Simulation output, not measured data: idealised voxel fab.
process module | voxel tone inversion
cross-section cut | 200 nm wide | cells 5 nm
A cross-section is a grid of square cells, given in bands from the top down. A band is one or more rows of cells.
Each band's line starts with the height of the band's top and of its bottom, in nm. Then come its materials from left to right, each with its width in nm. One material with "throughout" fills the band from edge to edge. "air" is empty space.
Height 0 is the level under which the wafer as received is all one material. The lowest band goes on downwards, as in "0 down".
A width such as "30 to 40" changes by the same amount from each row of cells to the next, from the band's top row to its bottom row.
"no change" after a step means that no cell of the cross-section changed.
closed voids: empty space of 8 cells or more with no open way to the top, each as width x height at its distance from the left edge, in nm
after a step's settings: what the simulator itself notes on the step
overlay nm, on a step with a mask: how far to the right of its planned place the mask lay; to the left if negative
plan
1 op RECEIVE | material Si
2 op CONFORMAL_DEP | material SiN | thk nm 5
3 op DIRECTIONAL_DEP | material aC | thk nm 25
4 op PATTERN | tone cover | mask id POSTS | material resist | width nm 25 | pitch nm 50 | thk nm 35 | overlay nm 0
5 op DIRECTIONAL_ETCH | etch materials aC | depth nm 25
6 op STRIP | etch materials resist
7 op FILL_DEP | material SiO2 | thk nm 10
8 op CMP | height nm 30
9 op STRIP | etch materials aC
10 op CONFORMAL_DEP | material TiN | thk nm 5
11 op FILL_DEP | material Cu | thk nm 5
12 op CMP | height nm 30
13 op CONFORMAL_DEP | material SiN | thk nm 5
as received, after step 1
  0 down: Si throughout
  closed voids: none
a wafer at the end: this start, this plan, one mistake
  35 to 30: SiN throughout
  30 to 10: SiO2 60 | SiN 5 | Cu 15 | SiN 5 | SiO2 25 | SiN 5 | Cu 15 | SiN 5 | SiO2 65
  10 to 5: SiO2 60 | SiN 25 | SiO2 25 | SiN 25 | SiO2 65
  5 to 0: SiN throughout
  0 down: Si throughout
  closed voids: none
what went wrong: step 10 ran as: op CONFORMAL_DEP | material SiN | thk nm 5
